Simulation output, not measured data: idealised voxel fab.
The process module that follows is named voxel gate over fins.
cross-section cut | 250 nm wide | cells 5 nm
Cross-sections here: square-cell grids, written as top-down lists of bands, a band being one or more rows of cells. Each band's line starts with the height of the band's top and of its bottom, in nm. Then come its materials from left to right, each with its width in nm. One material with "throughout" fills the band from edge to edge. "empty" is empty space. The reference from which all heights are counted is 0, the level beneath which the as-received wafer is entirely one material; the lowest band, having no lower bound, proceeds downward and is written after the example "0 down". Per-row width for "30->40": begins at first number (top row of band), ends at second number (bottom row), increment between rows held constant. What does "left unchanged" mean for a step? It means no cell of the cross-section changed in that step. Empty spaces without an open route to the top, at least 8 cells in extent, make up the entry "Cavities, sealed"; each is given as width x height at distance, where the distance is measured from the left edge, and all are in nm. Where a step's line continues beyond its settings, the continuation is a remark by the simulator itself on that step. The line of a step may include "overlay nm". On a step with a mask, this value is how far to the right of its planned place the mask lay. A negative value means the mask lay to the left.

**Here's what the planned process steps look like**
1) RECEIVE (material Si)
2) CONFORMAL_DEP (material SiN; thk nm 10)
3) PATTERN (tone cover; mask id FINS; material resist; width nm 15; pitch nm 35; thk nm 20; overlay nm 0)
4) DIRECTIONAL_ETCH (etch materials SiN; depth nm 10)
5) DIRECTIONAL_ETCH (etch materials Si; depth nm 35)
6) STRIP (etch materials resist)
7) FILL_DEP (material SiO2; thk nm 10)
8) CMP (height nm 10)
9) SELECTIVE_ETCH (etch materials SiO2; depth nm 25)
10) STRIP (etch materials SiN)
11) CONFORMAL_DEP (material HfO2; thk nm 5)
12) CONFORMAL_DEP (material TiN; thk nm 5)
13) CONFORMAL_DEP (material TiAl; thk nm 5)
14) CONFORMAL_DEP (material TiN; thk nm 5)
15) FILL_DEP (material W; thk nm 10)
16) CMP (height nm 25)
17) CONFORMAL_DEP (material SiN; thk nm 5)

**Cross-sectional view of the wafer in its as-received condition, corresponding to the state after step 1**
- 0 down | Si throughout
- Cavities, sealed: none

**Cross-section, first of two wafers, end of module, run as planned**
- 30 to 25 | SiN throughout
- 25 to 20 | W throughout
- 20 to 15 | W=80, then TiN=90, then W=80
- 15 to 10 | W=80, then TiN=5, then TiAl=80, then TiN=5, then W=80
- 10 to 5 | W=80, then TiN=5, then TiAl=5, then TiN=70, then TiAl=5, then TiN=5, then W=80
- 5 to 0 | TiN=85, then TiAl=5, then TiN=5, then HfO2=25, then TiN=10, then HfO2=25, then TiN=5, then TiAl=5, then TiN=85
- 0 to -5 | TiAl=90, then TiN=5, then HfO2=5, then Si=15, then HfO2=5, then TiN=10, then HfO2=5, then Si=15, then HfO2=5, then TiN=5, then TiAl=90
- -5 to -10 | TiN=95, then HfO2=5, then Si=15, then HfO2=5, then TiN=10, then HfO2=5, then Si=15, then HfO2=5, then TiN=95
- -10 to -15 | HfO2=100, then Si=15, then HfO2=20, then Si=15, then HfO2=100
- -15 to -35 | SiO2=100, then Si=15, then SiO2=20, then Si=15, then SiO2=100
- -35 down | Si throughout
- Cavities, sealed: none

**Here is the second of the two wafers cut open at the end of the module - same start, same plan as the first one, but we made one mistake running it**
- 30 to 25 | SiN throughout
- 25 to 20 | W throughout
- 20 to 15 | W=70, then TiN=90, then W=90
- 15 to 10 | W=70, then TiN=5, then TiAl=80, then TiN=5, then W=90
- 10 to 5 | W=70, then TiN=5, then TiAl=5, then TiN=70, then TiAl=5, then TiN=5, then W=90
- 5 to 0 | TiN=75, then TiAl=5, then TiN=5, then HfO2=25, then TiN=10, then HfO2=25, then TiN=5, then TiAl=5, then TiN=95
- 0 to -5 | TiAl=80, then TiN=5, then HfO2=5, then Si=15, then HfO2=5, then TiN=10, then HfO2=5, then Si=15, then HfO2=5, then TiN=5, then TiAl=100
- -5 to -10 | TiN=85, then HfO2=5, then Si=15, then HfO2=5, then TiN=10, then HfO2=5, then Si=15, then HfO2=5, then TiN=105
- -10 to -15 | HfO2=90, then Si=15, then HfO2=20, then Si=15, then HfO2=110
- -15 to -35 | SiO2=90, then Si=15, then SiO2=20, then Si=15, then SiO2=110
- -35 down | Si throughout
- Cavities, sealed: none
In executing the process, a mistake was made relative to the plan: step 3 was run on a setting that differed from the plan, and what really ran there is PATTERN (tone cover; mask id FINS; material resist; width nm 15; pitch nm 35; thk nm 20; overlay nm -10)
Comparing end states, the material composition by cell count is preserved from the first wafer to the second, while the locations of the cells are not.
